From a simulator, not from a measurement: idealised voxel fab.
process module | voxel wiring stack
cross-section cut | 285 nm wide | cells 5 nm
A cross-section is a grid of square cells, given in bands from the top down. A band is one or more rows of cells.
Each band's line starts with the height of the band's top and of its bottom, in nm. Then come its materials from left to right, each with its width in nm. One material with "throughout" fills the band from edge to edge. "air" is empty space.
Height 0 is the level under which the wafer as received is all one material. The lowest band goes on downwards, as in "0 down".
A width such as "30 to 40" changes by the same amount from each row of cells to the next, from the band's top row to its bottom row.
"no change" after a step means that no cell of the cross-section changed.
closed voids: empty space of 8 cells or more with no open way to the top, each as width x height at its distance from the left edge, in nm
after a step's settings: what the simulator itself notes on the step
overlay nm, on a step with a mask: how far to the right of its planned place the mask lay; to the left if negative
plan
1 op RECEIVE | material Si
2 op CONFORMAL_DEP | material SiO2 | thk nm 15
3 op DIRECTIONAL_DEP | material TiN | thk nm 5
4 op DIRECTIONAL_DEP | material Ru | thk nm 15
5 op MASKED_ETCH | tone cover | mask id METAL_1 | width nm 20 | pitch nm 40 | etch materials Ru | depth nm 15 | overlay nm 0
6 op MASKED_ETCH | tone cover | mask id METAL_1 | width nm 20 | pitch nm 40 | etch materials TiN | depth nm 5 | overlay nm 0
7 op CONFORMAL_DEP | material SiN | thk nm 5
8 op FILL_DEP | material SiO2 | thk nm 5
9 op CMP | height nm 35
10 op CONFORMAL_DEP | material SiCN | thk nm 5
11 op DIRECTIONAL_DEP | material SiO2 | thk nm 30
12 op MASKED_ETCH | tone open | mask id METAL_2 | width nm 20 | pitch nm 40 | etch materials SiO2 | depth nm 20 | overlay nm 0
13 op MASKED_ETCH | tone open | mask id METAL_2_HOLES | width nm 15 | pitch nm 40 | etch materials SiO2 | depth nm 10 | overlay nm 0
14 op MASKED_ETCH | tone open | mask id METAL_2_HOLES | width nm 15 | pitch nm 40 | etch materials SiCN | depth nm 5 | overlay nm 0
15 op CONFORMAL_DEP | material TiN | thk nm 5
16 op FILL_DEP | material Ru | thk nm 10
17 op CMP | height nm 70
18 op CONFORMAL_DEP | material SiCN | thk nm 5
as received, after step 1
  0 down: Si throughout
  closed voids: none
a wafer at the end: this start, this plan, one mistake
  75 to 70: SiCN throughout
  70 to 65: SiCN 70 | TiN 15 | SiCN 25 | TiN 15 | SiCN 25 | TiN 15 | SiCN 25 | TiN 15 | SiCN 80
  65 to 35: SiO2 throughout
  35 to 20: SiO2 65 | SiN 5 | Ru 20 | SiN 5 | SiO2 10 | SiN 5 | Ru 20 | SiN 5 | SiO2 10 | SiN 5 | Ru 20 | SiN 5 | SiO2 10 | SiN 5 | Ru 20 | SiN 5 | SiO2 70
  20 to 15: SiN 70 | TiN 20 | SiN 20 | TiN 20 | SiN 20 | TiN 20 | SiN 20 | TiN 20 | SiN 75
  15 to 0: SiO2 throughout
  0 down: Si throughout
  closed voids: none
what went wrong: steps 10 and 11 were swapped
